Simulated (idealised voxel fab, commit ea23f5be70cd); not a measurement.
Process module heading - voxel capacitor over wiring
Displayed cross-section: cut, width of 220 nm, square cells sized 5 nm.
This document writes a cross-section as a grid whose cells are square, and gives it as bands, listed from the top down; one or more rows of cells form a band.
Heights first: top, then bottom, in nm. Then materials, left to right, each with a width in nm. "everywhere" on a single material: fills the band edge to edge. "empty": empty space.
For the purposes of this specification, 0 denotes the height below which the wafer in its as-received condition is composed wholly of one material, and the lowermost band, lacking a lower limit, extends downward without end, as expressed in "from 0 down".
When a width is written as two numbers, as in "30..40", the first number is the width in the top row of cells of the band and the second is the width in its bottom row, and the width changes by the same amount from each row to the next.
Reading "identical to before" for a step: not a cell of the cross-section changed in it.
The entry "Sealed void list" lists the empty spaces that cover at least 8 cells and have no open path to the top. Each is written as width x height at distance, where the distance is measured from the left edge and all three values are in nm.
Heads up: the bit after the settings on a step's line is the simulator's remark on that step.
overlay nm: mask right of planned place by this much (step with mask). Neg. = left.
Each of the pairs that make up the rest of this document says: here is the cross-section before one process step, here is the cross-section after it, drawn only down to the lowest band that changed, and here, under the pair, is the step lying between them with its settings. Different pairs may come from different runs of this module on the same starting wafer, so a pair continues from the pair above it only where its entry headed "Pre-step profile" says so.
Pre-step profile:
> from 0 down | Si everywhere
> Sealed void list: none
Cut View, Post-Step:
> from 10 to 0 | SiO2 everywhere
> Rest of section, below 0: as before.
> Sealed void list: none
Link between the two cross-sections above: CONFORMAL_DEP with material SiO2, thk nm 10
Pre-step profile: equal to the after panel directly above.
Cut View, Post-Step:
> from 15 to 10 | SiCN everywhere
> Rest of section, below 10: as before.
> Sealed void list: none
Link between the two cross-sections above: CONFORMAL_DEP with material SiCN, thk nm 5
Pre-step profile: equal to the after panel directly above.
Cut View, Post-Step:
> from 35 to 15 | lowk everywhere
> Rest of section, below 15: as before.
> Sealed void list: none
Link between the two cross-sections above: DIRECTIONAL_DEP with material lowk, thk nm 20
Pre-step profile: equal to the after panel directly above.
Cut View, Post-Step:
> from 50 to 35 | aC everywhere
> Rest of section, below 35: as before.
> Sealed void list: none
Link between the two cross-sections above: DIRECTIONAL_DEP with material aC, thk nm 15
Pre-step profile: equal to the after panel directly above.
Cut View, Post-Step:
> from 80 to 50 | resist 50, empty 30, resist 60, empty 30, resist 50
> Rest of section, below 50: as before.
> Sealed void list: none
Link between the two cross-sections above: PATTERN with tone open, mask id METAL_1, material resist, width nm 30, pitch nm 90, thk nm 30, overlay nm 0
Pre-step profile: equal to the after panel directly above.
Cut View, Post-Step:
> from 65 to 50 | resist 50, empty 30, resist 60, empty 30, resist 50
> from 50 to 35 | aC 50, empty 30, aC 60, empty 30, aC 50
> Rest of section, below 35: as before.
> Sealed void list: none
Link between the two cross-sections above: DIRECTIONAL_ETCH with etch materials aC, depth nm 15
Pre-step profile: equal to the after panel directly above.
Cut View, Post-Step:
> from 50 to 35 | aC 50, empty 30, aC 60, empty 30, aC 50
> Rest of section, below 35: as before.
> Sealed void list: none
Link between the two cross-sections above: STRIP with etch materials resist
Pre-step profile: equal to the after panel directly above.
Cut View, Post-Step:
> from 50 to 35 | aC 50, empty 30, aC 60, empty 30, aC 50
> from 35 to 15 | lowk 50, empty 30, lowk 60, empty 30, lowk 50
> Rest of section, below 15: as before.
> Sealed void list: none
Link between the two cross-sections above: DIRECTIONAL_ETCH with etch materials lowk, depth nm 20
Pre-step profile: equal to the after panel directly above.
Cut View, Post-Step:
> from 50 to 35 | aC 50, empty 30, aC 60, empty 30, aC 50
> from 35 to 15 | lowk 50, empty 30, lowk 60, empty 30, lowk 50
> from 15 to 10 | SiCN 50, empty 30, SiCN 60, empty 30, SiCN 50
> Rest of section, below 10: as before.
> Sealed void list: none
Link between the two cross-sections above: DIRECTIONAL_ETCH with etch materials SiCN, depth nm 5
Pre-step profile: equal to the after panel directly above.
Cut View, Post-Step:
> from 35 to 15 | lowk 50, empty 30, lowk 60, empty 30, lowk 50
> Rest of section, below 15: as before.
> Sealed void list: none
Link between the two cross-sections above: STRIP with etch materials aC
Pre-step profile: equal to the after panel directly above.
Cut View, Post-Step:
> from 40 to 35 | TiN 55, empty 20, TiN 70, empty 20, TiN 55
> from 35 to 15 | lowk 50, TiN 5, empty 20, TiN 5, lowk 60, TiN 5, empty 20, TiN 5, lowk 50
> from 15 to 10 | SiCN 50, TiN 30, SiCN 60, TiN 30, SiCN 50
> Rest of section, below 10: as before.
> Sealed void list: none
Link between the two cross-sections above: CONFORMAL_DEP with material TiN, thk nm 5
Pre-step profile: equal to the after panel directly above.
Cut View, Post-Step:
> from 50 to 40 | Cu everywhere
> from 40 to 35 | TiN 55, Cu 20, TiN 70, Cu 20, TiN 55
> from 35 to 15 | lowk 50, TiN 5, Cu 20, TiN 5, lowk 60, TiN 5, Cu 20, TiN 5, lowk 50
> Rest of section, below 15: as before.
> Sealed void list: none
Link between the two cross-sections above: FILL_DEP with material Cu, thk nm 10
Pre-step profile: equal to the after panel directly above.
Cut View, Post-Step:
> from 35 to 15 | lowk 50, TiN 5, Cu 20, TiN 5, lowk 60, TiN 5, Cu 20, TiN 5, lowk 50
> Rest of section, below 15: as before.
> Sealed void list: none
Link between the two cross-sections above: CMP with height nm 35
Pre-step profile: equal to the after panel directly above.
Cut View, Post-Step:
> from 40 to 35 | SiCN everywhere
> Rest of section, below 35: as before.
> Sealed void list: none
Link between the two cross-sections above: CONFORMAL_DEP with material SiCN, thk nm 5
Pre-step profile: equal to the after panel directly above.
Cut View, Post-Step:
> from 50 to 40 | lowk everywhere
> Rest of section, below 40: as before.
> Sealed void list: none
Link between the two cross-sections above: DIRECTIONAL_DEP with material lowk, thk nm 10
Pre-step profile: equal to the after panel directly above.
Cut View, Post-Step:
> from 65 to 50 | resist 65, empty 15, resist 140
> Rest of section, below 50: as before.
> Sealed void list: none
Link between the two cross-sections above: PATTERN with tone open, mask id PLUG_1, material resist, width nm 15, thk nm 15, overlay nm 0
Pre-step profile: equal to the after panel directly above.
Cut View, Post-Step:
> from 65 to 50 | resist 65, empty 15, resist 140
> from 50 to 40 | lowk 65, empty 15, lowk 140
> Rest of section, below 40: as before.
> Sealed void list: none
Link between the two cross-sections above: DIRECTIONAL_ETCH with etch materials lowk, depth nm 10
Pre-step profile: equal to the after panel directly above.
Cut View, Post-Step:
> from 65 to 50 | resist 65, empty 15, resist 140
> from 50 to 40 | lowk 65, empty 15, lowk 140
> from 40 to 35 | SiCN 65, empty 15, SiCN 140
> Rest of section, below 35: as before.
> Sealed void list: none
Link between the two cross-sections above: DIRECTIONAL_ETCH with etch materials SiCN, depth nm 5
Pre-step profile: equal to the after panel directly above.
Cut View, Post-Step:
> from 50 to 40 | lowk 65, empty 15, lowk 140
> Rest of section, below 40: as before.
> Sealed void list: none
Link between the two cross-sections above: STRIP with etch materials resist
Pre-step profile: equal to the after panel directly above.
Cut View, Post-Step:
> from 55 to 50 | TiN 70, empty 5, TiN 145
> from 50 to 40 | lowk 65, TiN 5, empty 5, TiN 5, lowk 140
> from 40 to 35 | SiCN 65, TiN 15, SiCN 140
> Rest of section, below 35: as before.
> Sealed void list: none
Link between the two cross-sections above: CONFORMAL_DEP with material TiN, thk nm 5
Pre-step profile: equal to the after panel directly above.
Cut View, Post-Step:
> from 60 to 55 | Ru everywhere
> from 55 to 50 | TiN 70, Ru 5, TiN 145
> from 50 to 40 | lowk 65, TiN 5, Ru 5, TiN 5, lowk 140
> Rest of section, below 40: as before.
> Sealed void list: none
Link between the two cross-sections above: FILL_DEP with material Ru, thk nm 5
Pre-step profile: equal to the after panel directly above.
Cut View, Post-Step:
> from 50 to 40 | lowk 65, TiN 5, Ru 5, TiN 5, lowk 140
> Rest of section, below 40: as before.
> Sealed void list: none
Link between the two cross-sections above: CMP with height nm 50
Pre-step profile: equal to the after panel directly above.
Cut View, Post-Step:
> from 60 to 50 | TiN everywhere
> Rest of section, below 50: as before.
> Sealed void list: none
Link between the two cross-sections above: DIRECTIONAL_DEP with material TiN, thk nm 10
Pre-step profile: equal to the after panel directly above.
Cut View, Post-Step:
> from 65 to 60 | SiN everywhere
> Rest of section, below 60: as before.
> Sealed void list: none
Link between the two cross-sections above: DIRECTIONAL_DEP with material SiN, thk nm 5
Pre-step profile: equal to the after panel directly above.
Cut View, Post-Step:
> from 75 to 65 | TiN everywhere
> Rest of section, below 65: as before.
> Sealed void list: none
Link between the two cross-sections above: DIRECTIONAL_DEP with material TiN, thk nm 10
Pre-step profile: equal to the after panel directly above.
Cut View, Post-Step:
> from 90 to 75 | aC everywhere
> Rest of section, below 75: as before.
> Sealed void list: none
Link between the two cross-sections above: DIRECTIONAL_DEP with material aC, thk nm 15
Pre-step profile: equal to the after panel directly above.
Cut View, Post-Step:
> from 125 to 90 | empty 65, resist 65, empty 90
> Rest of section, below 90: as before.
> Sealed void list: none
Link between the two cross-sections above: PATTERN with tone cover, mask id UPPER_PLATE, material resist, width nm 65, thk nm 35, overlay nm 0
Pre-step profile: equal to the after panel directly above.
Cut View, Post-Step:
> from 110 to 90 | empty 65, resist 65, empty 90
> from 90 to 75 | empty 65, aC 65, empty 90
> Rest of section, below 75: as before.
> Sealed void list: none
Link between the two cross-sections above: DIRECTIONAL_ETCH with etch materials aC, depth nm 15
Pre-step profile: equal to the after panel directly above.
Cut View, Post-Step:
> from 90 to 75 | empty 65, aC 65, empty 90
> Rest of section, below 75: as before.
> Sealed void list: none
Link between the two cross-sections above: STRIP with etch materials resist
Pre-step profile: equal to the after panel directly above.
Cut View, Post-Step:
> from 90 to 75 | empty 65, aC 65, empty 90
> from 75 to 65 | empty 65, TiN 65, empty 90
> Rest of section, below 65: as before.
> Sealed void list: none
Link between the two cross-sections above: DIRECTIONAL_ETCH with etch materials TiN, depth nm 10
Pre-step profile: equal to the after panel directly above.
Cut View, Post-Step:
> from 90 to 75 | empty 65, aC 65, empty 90
> from 75 to 65 | empty 65, TiN 65, empty 90
> from 65 to 60 | empty 65, SiN 65, empty 90
> Rest of section, below 60: as before.
> Sealed void list: none
Link between the two cross-sections above: DIRECTIONAL_ETCH with etch materials SiN, depth nm 5
Pre-step profile: equal to the after panel directly above.
Cut View, Post-Step:
> from 75 to 65 | empty 65, TiN 65, empty 90
> Rest of section, below 65: as before.
> Sealed void list: none
Link between the two cross-sections above: STRIP with etch materials aC
Pre-step profile: equal to the after panel directly above.
Cut View, Post-Step:
> from 95 to 75 | empty 60, resist 75, empty 85
> from 75 to 65 | empty 60, resist 5, TiN 65, resist 5, empty 85
> from 65 to 60 | empty 60, resist 5, SiN 65, resist 5, empty 85
> Rest of section, below 60: as before.
> Sealed void list: none
Link between the two cross-sections above: PATTERN with tone cover, mask id LOWER_PLATE, material resist, width nm 75, thk nm 20, overlay nm 0
Pre-step profile: equal to the after panel directly above.
Cut View, Post-Step:
> from 95 to 75 | empty 60, resist 75, empty 85
> from 75 to 65 | empty 60, resist 5, TiN 65, resist 5, empty 85
> from 65 to 60 | empty 60, resist 5, SiN 65, resist 5, empty 85
> from 60 to 50 | empty 60, TiN 75, empty 85
> Rest of section, below 50: as before.
> Sealed void list: none
Link between the two cross-sections above: DIRECTIONAL_ETCH with etch materials TiN, depth nm 10
Pre-step profile: equal to the after panel directly above.
Cut View, Post-Step:
> from 75 to 65 | empty 65, TiN 65, empty 90
> from 65 to 60 | empty 65, SiN 65, empty 90
> Rest of section, below 60: as before.
> Sealed void list: none
Link between the two cross-sections above: STRIP with etch materials resist
Pre-step profile: equal to the after panel directly above.
Cut View, Post-Step:
> from 90 to 75 | SiO2 everywhere
> from 75 to 65 | SiO2 65, TiN 65, SiO2 90
> from 65 to 60 | SiO2 65, SiN 65, SiO2 90
> from 60 to 50 | SiO2 60, TiN 75, SiO2 85
> Rest of section, below 50: as before.
> Sealed void list: none
Link between the two cross-sections above: FILL_DEP with material SiO2, thk nm 15
Pre-step profile: equal to the after panel directly above.
Cut View, Post-Step:
> from 85 to 75 | SiO2 everywhere
> Rest of section, below 75: as before.
> Sealed void list: none
Link between the two cross-sections above: CMP with height nm 85
Pre-step profile: equal to the after panel directly above.
Cut View, Post-Step:
> from 100 to 85 | aC everywhere
> Rest of section, below 85: as before.
> Sealed void list: none
Link between the two cross-sections above: DIRECTIONAL_DEP with material aC, thk nm 15
Pre-step profile: equal to the after panel directly above.
Cut View, Post-Step:
> from 130 to 100 | resist 75, empty 15, resist 130
> Rest of section, below 100: as before.
> Sealed void list: none
Link between the two cross-sections above: PATTERN with tone open, mask id PLUG_2, material resist, width nm 15, thk nm 30, overlay nm 0
Pre-step profile: equal to the after panel directly above.
Cut View, Post-Step:
> from 115 to 100 | resist 75, empty 15, resist 130
> from 100 to 85 | aC 75, empty 15, aC 130
> Rest of section, below 85: as before.
> Sealed void list: none
Link between the two cross-sections above: DIRECTIONAL_ETCH with etch materials aC, depth nm 15
Pre-step profile: equal to the after panel directly above.
Cut View, Post-Step:
> from 100 to 85 | aC 75, empty 15, aC 130
> Rest of section, below 85: as before.
> Sealed void list: none
Link between the two cross-sections above: STRIP with etch materials resist
Pre-step profile: equal to the after panel directly above.
Cut View, Post-Step:
> from 100 to 85 | aC 75, empty 15, aC 130
> from 85 to 75 | SiO2 75, empty 15, SiO2 130
> Rest of section, below 75: as before.
> Sealed void list: none
Link between the two cross-sections above: DIRECTIONAL_ETCH with etch materials SiO2, depth nm 10
Pre-step profile: equal to the after panel directly above.
Cut View, Post-Step:
> from 85 to 75 | SiO2 75, empty 15, SiO2 130
> Rest of section, below 75: as before.
> Sealed void list: none
Link between the two cross-sections above: STRIP with etch materials aC
Pre-step profile: equal to the after panel directly above.
Cut View, Post-Step:
> from 90 to 85 | TiN 80, empty 5, TiN 135
> from 85 to 80 | SiO2 75, TiN 5, empty 5, TiN 5, SiO2 130
> from 80 to 75 | SiO2 75, TiN 15, SiO2 130
> Rest of section, below 75: as before.
> Sealed void list: none
Link between the two cross-sections above: CONFORMAL_DEP with material TiN, thk nm 5
Pre-step profile: equal to the after panel directly above.
Cut View, Post-Step:
> from 100 to 90 | Ru everywhere
> from 90 to 85 | TiN 80, Ru 5, TiN 135
> from 85 to 80 | SiO2 75, TiN 5, Ru 5, TiN 5, SiO2 130
> Rest of section, below 80: as before.
> Sealed void list: none
Link between the two cross-sections above: FILL_DEP with material Ru, thk nm 10
Pre-step profile: equal to the after panel directly above.
Cut View, Post-Step:
> from 85 to 80 | SiO2 75, TiN 5, Ru 5, TiN 5, SiO2 130
> Rest of section, below 80: as before.
> Sealed void list: none
Link between the two cross-sections above: CMP with height nm 85
Pre-step profile: equal to the after panel directly above.
Cut View, Post-Step:
> from 90 to 85 | SiN everywhere
> Rest of section, below 85: as before.
> Sealed void list: none
Link between the two cross-sections above: CONFORMAL_DEP with material SiN, thk nm 5
Pre-step profile:
> from 60 to 50 | TiN everywhere
> from 50 to 40 | lowk 65, TiN 5, Ru 5, TiN 5, lowk 140
> from 40 to 35 | SiCN 65, TiN 15, SiCN 140
> from 35 to 15 | lowk 50, TiN 5, Cu 20, TiN 5, lowk 60, TiN 5, Cu 20, TiN 5, lowk 50
> from 15 to 10 | SiCN 50, TiN 30, SiCN 60, TiN 30, SiCN 50
> from 10 to 0 | SiO2 everywhere
> from 0 down | Si everywhere
> Sealed void list: none
Cut View, Post-Step:
> from 70 to 50 | TiN everywhere
> Rest of section, below 50: as before.
> Sealed void list: none
Link between the two cross-sections above: DIRECTIONAL_DEP with material TiN, thk nm 10
Pre-step profile: equal to the after panel directly above.
Cut View, Post-Step:
> from 85 to 70 | aC everywhere
> Rest of section, below 70: as before.
> Sealed void list: none
Link between the two cross-sections above: DIRECTIONAL_DEP with material aC, thk nm 15
Pre-step profile: equal to the after panel directly above.
Cut View, Post-Step:
> from 120 to 85 | empty 65, resist 65, empty 90
> Rest of section, below 85: as before.
> Sealed void list: none
Link between the two cross-sections above: PATTERN with tone cover, mask id UPPER_PLATE, material resist, width nm 65, thk nm 35, overlay nm 0
Pre-step profile: equal to the after panel directly above.
Cut View, Post-Step:
> from 105 to 85 | empty 65, resist 65, empty 90
> from 85 to 70 | empty 65, aC 65, empty 90
> Rest of section, below 70: as before.
> Sealed void list: none
Link between the two cross-sections above: DIRECTIONAL_ETCH with etch materials aC, depth nm 15
Pre-step profile: equal to the after panel directly above.
Cut View, Post-Step:
> from 85 to 70 | empty 65, aC 65, empty 90
> Rest of section, below 70: as before.
> Sealed void list: none
Link between the two cross-sections above: STRIP with etch materials resist
Pre-step profile: equal to the after panel directly above.
Cut View, Post-Step:
> from 85 to 70 | empty 65, aC 65, empty 90
> from 70 to 60 | empty 65, TiN 65, empty 90
> Rest of section, below 60: as before.
> Sealed void list: none
Link between the two cross-sections above: DIRECTIONAL_ETCH with etch materials TiN, depth nm 10
Pre-step profile: equal to the after panel directly above.
Cut View, Post-Step:
> from 70 to 60 | empty 65, TiN 65, empty 90
> Rest of section, below 60: as before.
> Sealed void list: none
Link between the two cross-sections above: STRIP with etch materials aC
Pre-step profile: equal to the after panel directly above.
Cut View, Post-Step:
> from 90 to 70 | empty 60, resist 75, empty 85
> from 70 to 60 | empty 60, resist 5, TiN 65, resist 5, empty 85
> Rest of section, below 60: as before.
> Sealed void list: none
Link between the two cross-sections above: PATTERN with tone cover, mask id LOWER_PLATE, material resist, width nm 75, thk nm 20, overlay nm 0
Pre-step profile: equal to the after panel directly above.
Cut View, Post-Step:
> from 90 to 70 | empty 60, resist 75, empty 85
> from 70 to 60 | empty 60, resist 5, TiN 65, resist 5, empty 85
> from 60 to 50 | empty 60, TiN 75, empty 85
> Rest of section, below 50: as before.
> Sealed void list: none
Link between the two cross-sections above: DIRECTIONAL_ETCH with etch materials TiN, depth nm 10
Pre-step profile: equal to the after panel directly above.
Cut View, Post-Step:
> from 70 to 60 | empty 65, TiN 65, empty 90
> Rest of section, below 60: as before.
> Sealed void list: none
Link between the two cross-sections above: STRIP with etch materials resist
Pre-step profile: equal to the after panel directly above.
Cut View, Post-Step:
> from 85 to 70 | SiO2 everywhere
> from 70 to 60 | SiO2 65, TiN 65, SiO2 90
> from 60 to 50 | SiO2 60, TiN 75, SiO2 85
> Rest of section, below 50: as before.
> Sealed void list: none
Link between the two cross-sections above: FILL_DEP with material SiO2, thk nm 15
Pre-step profile: equal to the after panel directly above.
Cut View, Post-Step:
> from 100 to 85 | aC everywhere
> Rest of section, below 85: as before.
> Sealed void list: none
Link between the two cross-sections above: DIRECTIONAL_DEP with material aC, thk nm 15
Pre-step profile: equal to the after panel directly above.
Cut View, Post-Step:
> from 130 to 100 | resist 75, empty 15, resist 130
> Rest of section, below 100: as before.
> Sealed void list: none
Link between the two cross-sections above: PATTERN with tone open, mask id PLUG_2, material resist, width nm 15, thk nm 30, overlay nm 0
Pre-step profile: equal to the after panel directly above.
Cut View, Post-Step:
> from 115 to 100 | resist 75, empty 15, resist 130
> from 100 to 85 | aC 75, empty 15, aC 130
> Rest of section, below 85: as before.
> Sealed void list: none
Link between the two cross-sections above: DIRECTIONAL_ETCH with etch materials aC, depth nm 15
Pre-step profile: equal to the after panel directly above.
Cut View, Post-Step:
> from 100 to 85 | aC 75, empty 15, aC 130
> Rest of section, below 85: as before.
> Sealed void list: none
Link between the two cross-sections above: STRIP with etch materials resist
Pre-step profile: equal to the after panel directly above.
Cut View, Post-Step:
> from 100 to 85 | aC 75, empty 15, aC 130
> from 85 to 75 | SiO2 75, empty 15, SiO2 130
> Rest of section, below 75: as before.
> Sealed void list: none
Link between the two cross-sections above: DIRECTIONAL_ETCH with etch materials SiO2, depth nm 10
Pre-step profile: equal to the after panel directly above.
Cut View, Post-Step:
> from 85 to 75 | SiO2 75, empty 15, SiO2 130
> Rest of section, below 75: as before.
> Sealed void list: none
Link between the two cross-sections above: STRIP with etch materials aC
Pre-step profile: equal to the after panel directly above.
Cut View, Post-Step:
> from 90 to 85 | TiN 80, empty 5, TiN 135
> from 85 to 80 | SiO2 75, TiN 5, empty 5, TiN 5, SiO2 130
> from 80 to 75 | SiO2 75, TiN 15, SiO2 130
> Rest of section, below 75: as before.
> Sealed void list: none
Link between the two cross-sections above: CONFORMAL_DEP with material TiN, thk nm 5
Pre-step profile: equal to the after panel directly above.
Cut View, Post-Step:
> from 100 to 90 | Ru everywhere
> from 90 to 85 | TiN 80, Ru 5, TiN 135
> from 85 to 80 | SiO2 75, TiN 5, Ru 5, TiN 5, SiO2 130
> Rest of section, below 80: as before.
> Sealed void list: none
Link between the two cross-sections above: FILL_DEP with material Ru, thk nm 10
Pre-step profile: equal to the after panel directly above.
Cut View, Post-Step:
> from 85 to 80 | SiO2 75, TiN 5, Ru 5, TiN 5, SiO2 130
> Rest of section, below 80: as before.
> Sealed void list: none
Link between the two cross-sections above: CMP with height nm 85
Pre-step profile: equal to the after panel directly above.
Cut View, Post-Step:
> from 90 to 85 | SiN everywhere
> Rest of section, below 85: as before.
> Sealed void list: none
Link between the two cross-sections above: CONFORMAL_DEP with material SiN, thk nm 5
Pre-step profile:
> from 110 to 90 | empty 65, resist 65, empty 90
> from 90 to 75 | empty 65, aC 65, empty 90
> from 75 to 65 | TiN everywhere
> from 65 to 60 | SiN everywhere
> from 60 to 50 | TiN everywhere
> from 50 to 40 | lowk 65, TiN 5, Ru 5, TiN 5, lowk 140
> from 40 to 35 | SiCN 65, TiN 15, SiCN 140
> from 35 to 15 | lowk 50, TiN 5, Cu 20, TiN 5, lowk 60, TiN 5, Cu 20, TiN 5, lowk 50
> from 15 to 10 | SiCN 50, TiN 30, SiCN 60, TiN 30, SiCN 50
> from 10 to 0 | SiO2 everywhere
> from 0 down | Si everywhere
> Sealed void list: none
Cut View, Post-Step:
> from 95 to 90 | empty 65, resist 65, empty 90
> Rest of section, below 90: as before.
> Sealed void list: none
Link between the two cross-sections above: DIRECTIONAL_ETCH with etch materials aC, depth nm 15
Pre-step profile: equal to the after panel directly above.
Cut View, Post-Step:
> from 90 to 75 | empty 65, aC 65, empty 90
> Rest of section, below 75: as before.
> Sealed void list: none
Link between the two cross-sections above: STRIP with etch materials resist
Pre-step profile:
> from 35 to 15 | lowk 50, TiN 5, Cu 20, TiN 5, lowk 60, TiN 5, Cu 20, TiN 5, lowk 50
> from 15 to 10 | SiCN 50, TiN 30, SiCN 60, TiN 30, SiCN 50
> from 10 to 0 | SiO2 everywhere
> from 0 down | Si everywhere
> Sealed void list: none
Cut View, Post-Step:
> from 45 to 35 | lowk everywhere
> Rest of section, below 35: as before.
> Sealed void list: none
Link between the two cross-sections above: DIRECTIONAL_DEP with material lowk, thk nm 10
Pre-step profile: equal to the after panel directly above.
Cut View, Post-Step:
> from 50 to 45 | SiCN everywhere
> Rest of section, below 45: as before.
> Sealed void list: none
Link between the two cross-sections above: CONFORMAL_DEP with material SiCN, thk nm 5
Pre-step profile: equal to the after panel directly above.
Cut View, Post-Step:
> from 65 to 50 | resist 65, empty 15, resist 140
> Rest of section, below 50: as before.
> Sealed void list: none
Link between the two cross-sections above: PATTERN with tone open, mask id PLUG_1, material resist, width nm 15, thk nm 15, overlay nm 0
Pre-step profile: equal to the after panel directly above.
Cut View, Post-Step:
> from 65 to 50 | resist 65, empty 15, resist 140
> from 50 to 45 | SiCN 65, empty 15, SiCN 140
> Rest of section, below 45: as before.
> Sealed void list: none
Link between the two cross-sections above: DIRECTIONAL_ETCH with etch materials SiCN, depth nm 5
Pre-step profile: equal to the after panel directly above.
Cut View, Post-Step:
> from 50 to 45 | SiCN 65, empty 15, SiCN 140
> Rest of section, below 45: as before.
> Sealed void list: none
Link between the two cross-sections above: STRIP with etch materials resist
Pre-step profile: equal to the after panel directly above.
Cut View, Post-Step:
> from 55 to 50 | TiN 70, empty 5, TiN 145
> from 50 to 45 | SiCN 65, TiN 15, SiCN 140
> Rest of section, below 45: as before.
> Sealed void list: none
Link between the two cross-sections above: CONFORMAL_DEP with material TiN, thk nm 5
Pre-step profile: equal to the after panel directly above.
Cut View, Post-Step:
> from 60 to 55 | Ru everywhere
> from 55 to 50 | TiN 70, Ru 5, TiN 145
> Rest of section, below 50: as before.
> Sealed void list: none
Link between the two cross-sections above: FILL_DEP with material Ru, thk nm 5
Pre-step profile: equal to the after panel directly above.
Cut View, Post-Step:
> from 50 to 45 | SiCN 65, TiN 15, SiCN 140
> Rest of section, below 45: as before.
> Sealed void list: none
Link between the two cross-sections above: CMP with height nm 50
Pre-step profile: equal to the after panel directly above.
Cut View, Post-Step:
> from 60 to 50 | TiN everywhere
> Rest of section, below 50: as before.
> Sealed void list: none
Link between the two cross-sections above: DIRECTIONAL_DEP with material TiN, thk nm 10
Pre-step profile: equal to the after panel directly above.
Cut View, Post-Step:
> from 65 to 60 | SiN everywhere
> Rest of section, below 60: as before.
> Sealed void list: none
Link between the two cross-sections above: DIRECTIONAL_DEP with material SiN, thk nm 5
Pre-step profile: equal to the after panel directly above.
Cut View, Post-Step:
> from 75 to 65 | TiN everywhere
> Rest of section, below 65: as before.
> Sealed void list: none
Link between the two cross-sections above: DIRECTIONAL_DEP with material TiN, thk nm 10
Pre-step profile: equal to the after panel directly above.
Cut View, Post-Step:
> from 90 to 75 | aC everywhere
> Rest of section, below 75: as before.
> Sealed void list: none
Link between the two cross-sections above: DIRECTIONAL_DEP with material aC, thk nm 15
Pre-step profile: equal to the after panel directly above.
Cut View, Post-Step:
> from 125 to 90 | empty 65, resist 65, empty 90
> Rest of section, below 90: as before.
> Sealed void list: none
Link between the two cross-sections above: PATTERN with tone cover, mask id UPPER_PLATE, material resist, width nm 65, thk nm 35, overlay nm 0
Pre-step profile: equal to the after panel directly above.
Cut View, Post-Step:
> from 110 to 90 | empty 65, resist 65, empty 90
> from 90 to 75 | empty 65, aC 65, empty 90
> Rest of section, below 75: as before.
> Sealed void list: none
Link between the two cross-sections above: DIRECTIONAL_ETCH with etch materials aC, depth nm 15
Pre-step profile: equal to the after panel directly above.
Cut View, Post-Step:
> from 90 to 75 | empty 65, aC 65, empty 90
> Rest of section, below 75: as before.
> Sealed void list: none
Link between the two cross-sections above: STRIP with etch materials resist
Pre-step profile: equal to the after panel directly above.
Cut View, Post-Step:
> from 90 to 75 | empty 65, aC 65, empty 90
> from 75 to 65 | empty 65, TiN 65, empty 90
> Rest of section, below 65: as before.
> Sealed void list: none
Link between the two cross-sections above: DIRECTIONAL_ETCH with etch materials TiN, depth nm 10
Pre-step profile: equal to the after panel directly above.
Cut View, Post-Step:
> from 90 to 75 | empty 65, aC 65, empty 90
> from 75 to 65 | empty 65, TiN 65, empty 90
> from 65 to 60 | empty 65, SiN 65, empty 90
> Rest of section, below 60: as before.
> Sealed void list: none
Link between the two cross-sections above: DIRECTIONAL_ETCH with etch materials SiN, depth nm 5
Pre-step profile: equal to the after panel directly above.
Cut View, Post-Step:
> from 75 to 65 | empty 65, TiN 65, empty 90
> Rest of section, below 65: as before.
> Sealed void list: none
Link between the two cross-sections above: STRIP with etch materials aC
Pre-step profile: equal to the after panel directly above.
Cut View, Post-Step:
> from 95 to 75 | empty 60, resist 75, empty 85
> from 75 to 65 | empty 60, resist 5, TiN 65, resist 5, empty 85
> from 65 to 60 | empty 60, resist 5, SiN 65, resist 5, empty 85
> Rest of section, below 60: as before.
> Sealed void list: none
Link between the two cross-sections above: PATTERN with tone cover, mask id LOWER_PLATE, material resist, width nm 75, thk nm 20, overlay nm 0
Pre-step profile: equal to the after panel directly above.
Cut View, Post-Step:
> from 95 to 75 | empty 60, resist 75, empty 85
> from 75 to 65 | empty 60, resist 5, TiN 65, resist 5, empty 85
> from 65 to 60 | empty 60, resist 5, SiN 65, resist 5, empty 85
> from 60 to 50 | empty 60, TiN 75, empty 85
> Rest of section, below 50: as before.
> Sealed void list: none
Link between the two cross-sections above: DIRECTIONAL_ETCH with etch materials TiN, depth nm 10
Pre-step profile: equal to the after panel directly above.
Cut View, Post-Step:
> from 75 to 65 | empty 65, TiN 65, empty 90
> from 65 to 60 | empty 65, SiN 65, empty 90
> Rest of section, below 60: as before.
> Sealed void list: none
Link between the two cross-sections above: STRIP with etch materials resist
Pre-step profile: equal to the after panel directly above.
Cut View, Post-Step:
> from 90 to 75 | SiO2 everywhere
> from 75 to 65 | SiO2 65, TiN 65, SiO2 90
> from 65 to 60 | SiO2 65, SiN 65, SiO2 90
> from 60 to 50 | SiO2 60, TiN 75, SiO2 85
> Rest of section, below 50: as before.
> Sealed void list: none
Link between the two cross-sections above: FILL_DEP with material SiO2, thk nm 15
Pre-step profile: equal to the after panel directly above.
Cut View, Post-Step:
> from 85 to 75 | SiO2 everywhere
> Rest of section, below 75: as before.
> Sealed void list: none
Link between the two cross-sections above: CMP with height nm 85
Pre-step profile: equal to the after panel directly above.
Cut View, Post-Step:
> from 100 to 85 | aC everywhere
> Rest of section, below 85: as before.
> Sealed void list: none
Link between the two cross-sections above: DIRECTIONAL_DEP with material aC, thk nm 15
Pre-step profile: equal to the after panel directly above.
Cut View, Post-Step:
> from 130 to 100 | resist 75, empty 15, resist 130
> Rest of section, below 100: as before.
> Sealed void list: none
Link between the two cross-sections above: PATTERN with tone open, mask id PLUG_2, material resist, width nm 15, thk nm 30, overlay nm 0
Pre-step profile: equal to the after panel directly above.
Cut View, Post-Step:
> from 115 to 100 | resist 75, empty 15, resist 130
> from 100 to 85 | aC 75, empty 15, aC 130
> Rest of section, below 85: as before.
> Sealed void list: none
Link between the two cross-sections above: DIRECTIONAL_ETCH with etch materials aC, depth nm 15
Pre-step profile: equal to the after panel directly above.
Cut View, Post-Step:
> from 100 to 85 | aC 75, empty 15, aC 130
> Rest of section, below 85: as before.
> Sealed void list: none
Link between the two cross-sections above: STRIP with etch materials resist
Pre-step profile: equal to the after panel directly above.
Cut View, Post-Step:
> from 100 to 85 | aC 75, empty 15, aC 130
> from 85 to 75 | SiO2 75, empty 15, SiO2 130
> Rest of section, below 75: as before.
> Sealed void list: none
Link between the two cross-sections above: DIRECTIONAL_ETCH with etch materials SiO2, depth nm 10
Pre-step profile: equal to the after panel directly above.
Cut View, Post-Step:
> from 85 to 75 | SiO2 75, empty 15, SiO2 130
> Rest of section, below 75: as before.
> Sealed void list: none
Link between the two cross-sections above: STRIP with etch materials aC
